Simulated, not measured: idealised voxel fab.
process module | voxel released beams
cross-section cut | 155 nm wide | cells 5 nm
A cross-section is a grid of square cells, given in bands from the top down. A band is one or more rows of cells.
Each band's line starts with the height of the band's top and of its bottom, in nm. Then come its materials from left to right, each with its width in nm. One material with "throughout" fills the band from edge to edge. "air" is empty space.
Height 0 is the level under which the wafer as received is all one material. The lowest band goes on downwards, as in "0 down".
A width such as "30 to 40" changes by the same amount from each row of cells to the next, from the band's top row to its bottom row.
"no change" after a step means that no cell of the cross-section changed.
closed voids: empty space of 8 cells or more with no open way to the top, each as width x height at its distance from the left edge, in nm
after a step's settings: what the simulator itself notes on the step
overlay nm, on a step with a mask: how far to the right of its planned place the mask lay; to the left if negative
plan
1 op RECEIVE | material Si
2 op CONFORMAL_DEP | material Al2O3 | thk nm 5
3 op DIRECTIONAL_DEP | material SiO2 | thk nm 10
4 op DIRECTIONAL_DEP | material aC | thk nm 15
5 op PATTERN | tone open | mask id ANCHOR | material resist | width nm 40 | thk nm 35 | overlay nm 0
6 op DIRECTIONAL_ETCH | etch materials aC | depth nm 15
7 op STRIP | etch materials resist
8 op DIRECTIONAL_ETCH | etch materials SiO2 | depth nm 10
9 op STRIP | etch materials aC
10 op CONFORMAL_DEP | material SiN | thk nm 15
11 op MASKED_ETCH | tone cover | mask id BEAM | width nm 100 | etch materials SiN | depth nm 15 | overlay nm 0
12 op STRIP | etch materials SiO2
first wafer, as planned
as received, after step 1
  0 down: Si throughout
  closed voids: none
after step 2
  5 to 0: Al2O3 throughout
  below 0: unchanged
after step 3
  15 to 5: SiO2 throughout
  below 5: unchanged
after step 4
  30 to 15: aC throughout
  below 15: unchanged
after step 5
  65 to 30: resist 30 | air 40 | resist 85
  below 30: unchanged
after step 6
  50 to 30: resist 30 | air 40 | resist 85
  30 to 15: aC 30 | air 40 | aC 85
  below 15: unchanged
after step 7
  30 to 15: aC 30 | air 40 | aC 85
  below 15: unchanged
after step 8
  30 to 15: aC 30 | air 40 | aC 85
  15 to 5: SiO2 30 | air 40 | SiO2 85
  below 5: unchanged
after step 9
  15 to 5: SiO2 30 | air 40 | SiO2 85
  below 5: unchanged
after step 10
  30 to 20: SiN 45 | air 10 | SiN 100
  20 to 15: SiN throughout
  15 to 5: SiO2 30 | SiN 40 | SiO2 85
  below 5: unchanged
after step 11
  30 to 20: air 25 | SiN 20 | air 10 | SiN 70 | air 30
  20 to 15: air 25 | SiN 100 | air 30
  below 15: unchanged
after step 12
  30 to 20: air 25 | SiN 20 | air 10 | SiN 70 | air 30
  20 to 15: air 25 | SiN 100 | air 30
  15 to 5: air 30 | SiN 40 | air 85
  below 5: unchanged
second wafer: like start, like plan, one mistake. Through step 1 it matches the first wafer
when step 2 should have ended: no change
when step 3 should have ended
  10 to 0: SiO2 throughout
  below 0: unchanged
when step 4 should have ended
  25 to 10: aC throughout
  below 10: unchanged
when step 5 should have ended
  60 to 25: resist 30 | air 40 | resist 85
  below 25: unchanged
when step 6 should have ended
  45 to 25: resist 30 | air 40 | resist 85
  25 to 10: aC 30 | air 40 | aC 85
  below 10: unchanged
when step 7 should have ended
  25 to 10: aC 30 | air 40 | aC 85
  below 10: unchanged
when step 8 should have ended
  25 to 10: aC 30 | air 40 | aC 85
  10 to 0: SiO2 30 | air 40 | SiO2 85
  below 0: unchanged
when step 9 should have ended
  10 to 0: SiO2 30 | air 40 | SiO2 85
  below 0: unchanged
when step 10 should have ended
  25 to 15: SiN 45 | air 10 | SiN 100
  15 to 10: SiN throughout
  10 to 0: SiO2 30 | SiN 40 | SiO2 85
  below 0: unchanged
when step 11 should have ended
  25 to 15: air 25 | SiN 20 | air 10 | SiN 70 | air 30
  15 to 10: air 25 | SiN 100 | air 30
  below 10: unchanged
when step 12 should have ended
  25 to 15: air 25 | SiN 20 | air 10 | SiN 70 | air 30
  15 to 10: air 25 | SiN 100 | air 30
  10 to 0: air 30 | SiN 40 | air 85
  below 0: unchanged
what went wrong: step 2 was left out
at the end the second wafer has, in cells: 31 fewer of Al2O3
